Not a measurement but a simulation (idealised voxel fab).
You're looking at the process module voxel tone inversion.
Displayed cross-section: cut, width of 200 nm, square cells sized 5 nm.
Cross-section spec: square-cell grid; bands listed top down; each band is one or more rows. Heads up on the band format: heights come first, top then bottom, in nm. After that it's the materials left to right, each with its width in nm. A single material flagged "full width" fills the whole band edge to edge, and "empty" means there's empty space there. Note: height 0 marks the level under which the wafer is uniformly one material as received. Lowest band unbounded below, written "0 -> down". A width such as "30..40" changes by the same amount from each row of cells to the next, from the band's top row to its bottom row. You'll sometimes find "nothing changed" written for a step, and that's the way of saying that nowhere in the cross-section did a cell change during that step. Closed-off voids of 8+ cells (no open route to the top) go in "Enclosed internal cavities", written width x height at distance from the left edge, in nm. It should be noted that, on the line of a given step, the content following the step's settings is a remark produced by the simulator itself with respect to that step. When a step includes a mask, the "overlay nm" setting on its line states how far to the right of its planned place that mask lay, and negative values state how far to the left.

**plan**
1: RECEIVE: material Si
2: CONFORMAL_DEP: material SiN, thk nm 5
3: DIRECTIONAL_DEP: material aC, thk nm 20
4: PATTERN: tone cover, mask id POSTS, material resist, width nm 20, pitch nm 35, thk nm 30, overlay nm 0
5: DIRECTIONAL_ETCH: etch materials aC, depth nm 20
6: STRIP: etch materials resist
7: FILL_DEP: material SiO2, thk nm 10
8: CMP: height nm 25
9: STRIP: etch materials aC
10: CONFORMAL_DEP: material TiN, thk nm 5
11: FILL_DEP: material W, thk nm 10
12: CMP: height nm 25
13: CONFORMAL_DEP: material SiCN, thk nm 5

**As received (post step 1): cross-section**
0 -> down = Si full width
Enclosed internal cavities: none

**The following cross-section depicts the wafer upon conclusion of the module. Processing commenced from the starting condition illustrated above and adhered to the plan illustrated above, save for one mistake in execution**
30 -> 25 = SiCN full width
25 -> 10 = 60 of SiO2, then 5 of TiN, then 5 of W, then 5 of TiN, then 20 of SiO2, then 5 of TiN, then 5 of W, then 5 of TiN, then 20 of SiO2, then 5 of TiN, then 5 of W, then 5 of TiN, then 55 of SiO2
10 -> 5 = 60 of SiO2, then 15 of TiN, then 20 of SiO2, then 15 of TiN, then 20 of SiO2, then 15 of TiN, then 55 of SiO2
5 -> 0 = SiN full width
0 -> down = Si full width
Enclosed internal cavities: none
Plan not followed: step 4: run off-plan, actual operation and settings PATTERN: tone cover, mask id POSTS, material resist, width nm 15, pitch nm 35, thk nm 30, overlay nm 0
